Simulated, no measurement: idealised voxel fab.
process module | voxel capacitor over wiring
Pictured: cross-section cut, 265 nm wide, on a grid of 5 nm square cells.
We lay out every cross-section as a grid of square cells and spell it out in bands from the top down, where one band means one or more rows of cells. Band: top height; bottom height; in nm. Then, left to right: material with width in nm, for each material. "edge to edge": a single material spanning edge to edge. "blank": empty space. Heights are reckoned from 0. Under this level, the received wafer is all of one material. The bottommost band is open-ended downward, for example "0..down". Width: "30..40" (first number = top row, second number = bottom row, same change from row to row of cells). A step reported as "changes: none" is a step in which no cell of the cross-section changed. "Closed void list" enumerates empty spaces isolated from the top, with no open way to it, that contain at least 8 cells, giving each as width x height at distance from the left edge, all three in nm. If you see something after the settings on a step's line, that's the simulator's own remark about that step. overlay nm: where the mask lay relative to plan, measured to the right, on steps with a mask; negatives go left.
Steps in the process plan:
1. RECEIVE (material Si)
2. CONFORMAL_DEP (material SiO2; thk nm 15)
3. CONFORMAL_DEP (material SiN; thk nm 5)
4. DIRECTIONAL_DEP (material lowk; thk nm 25)
5. PATTERN (tone open; mask id METAL_1; material resist; width nm 30; pitch nm 85; thk nm 15; overlay nm 0)
6. DIRECTIONAL_ETCH (etch materials lowk; depth nm 25)
7. DIRECTIONAL_ETCH (etch materials SiN; depth nm 5)
8. STRIP (etch materials resist)
9. CONFORMAL_DEP (material TiN; thk nm 5)
10. FILL_DEP (material W; thk nm 10)
11. CMP (height nm 45)
12. EPI (material Ru; thk nm 5)
13. FILL_DEP (material SiCN; thk nm 5)
14. DIRECTIONAL_DEP (material lowk; thk nm 20)
15. MASKED_ETCH (tone open; mask id PLUG_1; width nm 15; etch materials lowk; depth nm 20; overlay nm 0)
16. MASKED_ETCH (tone open; mask id PLUG_1; width nm 15; etch materials SiCN; depth nm 5; overlay nm 0)
17. CONFORMAL_DEP (material TiN; thk nm 5)
18. FILL_DEP (material Cu; thk nm 5)
19. CMP (height nm 75)
20. DIRECTIONAL_DEP (material TiN; thk nm 10)
21. DIRECTIONAL_DEP (material HfO2; thk nm 5)
22. DIRECTIONAL_DEP (material TiN; thk nm 5)
23. DIRECTIONAL_DEP (material aC; thk nm 15)
24. PATTERN (tone cover; mask id UPPER_PLATE; material resist; width nm 60; thk nm 35; overlay nm 0)
25. DIRECTIONAL_ETCH (etch materials aC; depth nm 15)
26. STRIP (etch materials resist)
27. DIRECTIONAL_ETCH (etch materials TiN; depth nm 5)
28. DIRECTIONAL_ETCH (etch materials HfO2; depth nm 5)
29. STRIP (etch materials aC)
30. MASKED_ETCH (tone cover; mask id LOWER_PLATE; width nm 70; etch materials TiN; depth nm 10; overlay nm 0)
31. FILL_DEP (material SiO2; thk nm 15)
32. CMP (height nm 105)
33. PATTERN (tone open; mask id PLUG_2; material resist; width nm 15; thk nm 15; overlay nm 0)
34. DIRECTIONAL_ETCH (etch materials SiO2; depth nm 10)
35. STRIP (etch materials resist)
36. CONFORMAL_DEP (material TiN; thk nm 5)
37. FILL_DEP (material Ru; thk nm 5)
38. CMP (height nm 105)
39. CONFORMAL_DEP (material SiCN; thk nm 5)
Of two wafers, the first: run according to plan:
Received-state cross-section, reflecting completion of step 1:
* 0..down: Si edge to edge
* Closed void list: none
Cross-sectional representation of the wafer at the conclusion of step 2:
* 15..0: SiO2 edge to edge
* Everything below 0 is unchanged.
Cross-sectional representation of the wafer at the conclusion of step 3:
* 20..15: SiN edge to edge
* Everything below 15 is unchanged.
Cross-sectional representation of the wafer at the conclusion of step 4:
* 45..20: lowk edge to edge
* Everything below 20 is unchanged.
Cross-sectional representation of the wafer at the conclusion of step 5:
* 60..45: 75 of resist, 30 of blank, 55 of resist, 30 of blank, 75 of resist
* Everything below 45 is unchanged.
Cross-sectional representation of the wafer at the conclusion of step 6:
* 60..45: 75 of resist, 30 of blank, 55 of resist, 30 of blank, 75 of resist
* 45..20: 75 of lowk, 30 of blank, 55 of lowk, 30 of blank, 75 of lowk
* Everything below 20 is unchanged.
Cross-sectional representation of the wafer at the conclusion of step 7:
* 60..45: 75 of resist, 30 of blank, 55 of resist, 30 of blank, 75 of resist
* 45..20: 75 of lowk, 30 of blank, 55 of lowk, 30 of blank, 75 of lowk
* 20..15: 75 of SiN, 30 of blank, 55 of SiN, 30 of blank, 75 of SiN
* Everything below 15 is unchanged.
Cross-sectional representation of the wafer at the conclusion of step 8:
* 45..20: 75 of lowk, 30 of blank, 55 of lowk, 30 of blank, 75 of lowk
* Everything below 20 is unchanged.
Cross-sectional representation of the wafer at the conclusion of step 9:
* 50..45: 80 of TiN, 20 of blank, 65 of TiN, 20 of blank, 80 of TiN
* 45..20: 75 of lowk, 5 of TiN, 20 of blank, 5 of TiN, 55 of lowk, 5 of TiN, 20 of blank, 5 of TiN, 75 of lowk
* 20..15: 75 of SiN, 30 of TiN, 55 of SiN, 30 of TiN, 75 of SiN
* Everything below 15 is unchanged.
Cross-sectional representation of the wafer at the conclusion of step 10:
* 60..50: W edge to edge
* 50..45: 80 of TiN, 20 of W, 65 of TiN, 20 of W, 80 of TiN
* 45..20: 75 of lowk, 5 of TiN, 20 of W, 5 of TiN, 55 of lowk, 5 of TiN, 20 of W, 5 of TiN, 75 of lowk
* Everything below 20 is unchanged.
Cross-sectional representation of the wafer at the conclusion of step 11:
* 45..20: 75 of lowk, 5 of TiN, 20 of W, 5 of TiN, 55 of lowk, 5 of TiN, 20 of W, 5 of TiN, 75 of lowk
* Everything below 20 is unchanged.
Cross-sectional representation of the wafer at the conclusion of step 12:
* 50..45: 70 of blank, 40 of Ru, 45 of blank, 40 of Ru, 70 of blank
* Everything below 45 is unchanged.
Cross-sectional representation of the wafer at the conclusion of step 13:
* 55..50: SiCN edge to edge
* 50..45: 70 of SiCN, 40 of Ru, 45 of SiCN, 40 of Ru, 70 of SiCN
* Everything below 45 is unchanged.
Cross-sectional representation of the wafer at the conclusion of step 14:
* 75..55: lowk edge to edge
* Everything below 55 is unchanged.
Cross-sectional representation of the wafer at the conclusion of step 15:
* 75..55: 90 of lowk, 15 of blank, 160 of lowk
* Everything below 55 is unchanged.
Cross-sectional representation of the wafer at the conclusion of step 16:
* 75..55: 90 of lowk, 15 of blank, 160 of lowk
* 55..50: 90 of SiCN, 15 of blank, 160 of SiCN
* Everything below 50 is unchanged.
Cross-sectional representation of the wafer at the conclusion of step 17:
* 80..75: 95 of TiN, 5 of blank, 165 of TiN
* 75..55: 90 of lowk, 5 of TiN, 5 of blank, 5 of TiN, 160 of lowk
* 55..50: 90 of SiCN, 15 of TiN, 160 of SiCN
* Everything below 50 is unchanged.
Cross-sectional representation of the wafer at the conclusion of step 18:
* 85..80: Cu edge to edge
* 80..75: 95 of TiN, 5 of Cu, 165 of TiN
* 75..55: 90 of lowk, 5 of TiN, 5 of Cu, 5 of TiN, 160 of lowk
* Everything below 55 is unchanged.
Cross-sectional representation of the wafer at the conclusion of step 19:
* 75..55: 90 of lowk, 5 of TiN, 5 of Cu, 5 of TiN, 160 of lowk
* Everything below 55 is unchanged.
Cross-sectional representation of the wafer at the conclusion of step 20:
* 85..75: TiN edge to edge
* Everything below 75 is unchanged.
Cross-sectional representation of the wafer at the conclusion of step 21:
* 90..85: HfO2 edge to edge
* Everything below 85 is unchanged.
Cross-sectional representation of the wafer at the conclusion of step 22:
* 95..90: TiN edge to edge
* Everything below 90 is unchanged.
Cross-sectional representation of the wafer at the conclusion of step 23:
* 110..95: aC edge to edge
* Everything below 95 is unchanged.
Cross-sectional representation of the wafer at the conclusion of step 24:
* 145..110: 90 of blank, 60 of resist, 115 of blank
* Everything below 110 is unchanged.
Cross-sectional representation of the wafer at the conclusion of step 25:
* 130..110: 90 of blank, 60 of resist, 115 of blank
* 110..95: 90 of blank, 60 of aC, 115 of blank
* Everything below 95 is unchanged.
Cross-sectional representation of the wafer at the conclusion of step 26:
* 110..95: 90 of blank, 60 of aC, 115 of blank
* Everything below 95 is unchanged.
Cross-sectional representation of the wafer at the conclusion of step 27:
* 110..95: 90 of blank, 60 of aC, 115 of blank
* 95..90: 90 of blank, 60 of TiN, 115 of blank
* Everything below 90 is unchanged.
Cross-sectional representation of the wafer at the conclusion of step 28:
* 110..95: 90 of blank, 60 of aC, 115 of blank
* 95..90: 90 of blank, 60 of TiN, 115 of blank
* 90..85: 90 of blank, 60 of HfO2, 115 of blank
* Everything below 85 is unchanged.
Cross-sectional representation of the wafer at the conclusion of step 29:
* 95..90: 90 of blank, 60 of TiN, 115 of blank
* Everything below 90 is unchanged.
Cross-sectional representation of the wafer at the conclusion of step 30:
* 95..90: 90 of blank, 60 of TiN, 115 of blank
* 90..85: 90 of blank, 60 of HfO2, 115 of blank
* 85..75: 85 of blank, 70 of TiN, 110 of blank
* Everything below 75 is unchanged.
Cross-sectional representation of the wafer at the conclusion of step 31:
* 110..95: SiO2 edge to edge
* 95..90: 90 of SiO2, 60 of TiN, 115 of SiO2
* 90..85: 90 of SiO2, 60 of HfO2, 115 of SiO2
* 85..75: 85 of SiO2, 70 of TiN, 110 of SiO2
* Everything below 75 is unchanged.
Cross-sectional representation of the wafer at the conclusion of step 32:
* 105..95: SiO2 edge to edge
* Everything below 95 is unchanged.
Cross-sectional representation of the wafer at the conclusion of step 33:
* 120..105: 100 of resist, 15 of blank, 150 of resist
* Everything below 105 is unchanged.
Cross-sectional representation of the wafer at the conclusion of step 34:
* 120..105: 100 of resist, 15 of blank, 150 of resist
* 105..95: 100 of SiO2, 15 of blank, 150 of SiO2
* Everything below 95 is unchanged.
Cross-sectional representation of the wafer at the conclusion of step 35:
* 105..95: 100 of SiO2, 15 of blank, 150 of SiO2
* Everything below 95 is unchanged.
Cross-sectional representation of the wafer at the conclusion of step 36:
* 110..105: 105 of TiN, 5 of blank, 155 of TiN
* 105..100: 100 of SiO2, 5 of TiN, 5 of blank, 5 of TiN, 150 of SiO2
* 100..90: 100..90 of SiO2, 15..60 of TiN, 150..115 of SiO2
* Everything below 90 is unchanged.
Cross-sectional representation of the wafer at the conclusion of step 37:
* 115..110: Ru edge to edge
* 110..105: 105 of TiN, 5 of Ru, 155 of TiN
* 105..100: 100 of SiO2, 5 of TiN, 5 of Ru, 5 of TiN, 150 of SiO2
* Everything below 100 is unchanged.
Cross-sectional representation of the wafer at the conclusion of step 38:
* 105..100: 100 of SiO2, 5 of TiN, 5 of Ru, 5 of TiN, 150 of SiO2
* Everything below 100 is unchanged.
Cross-sectional representation of the wafer at the conclusion of step 39:
* 110..105: SiCN edge to edge
* Everything below 105 is unchanged.
Second wafer: same start and same plan as the first, one execution error; identical to the first through step 38:
Second wafer profile in section, at the moment step 39 of the plan was meant to be complete:
* 120..105: SiCN edge to edge
* Everything below 105 is unchanged.
What was the processing mistake? for step 39, the planned setting was not used; the step was instead run as CONFORMAL_DEP (material SiCN; thk nm 15)
Final wafer comparison in cells, second versus first, more or fewer per material: +106 SiCN
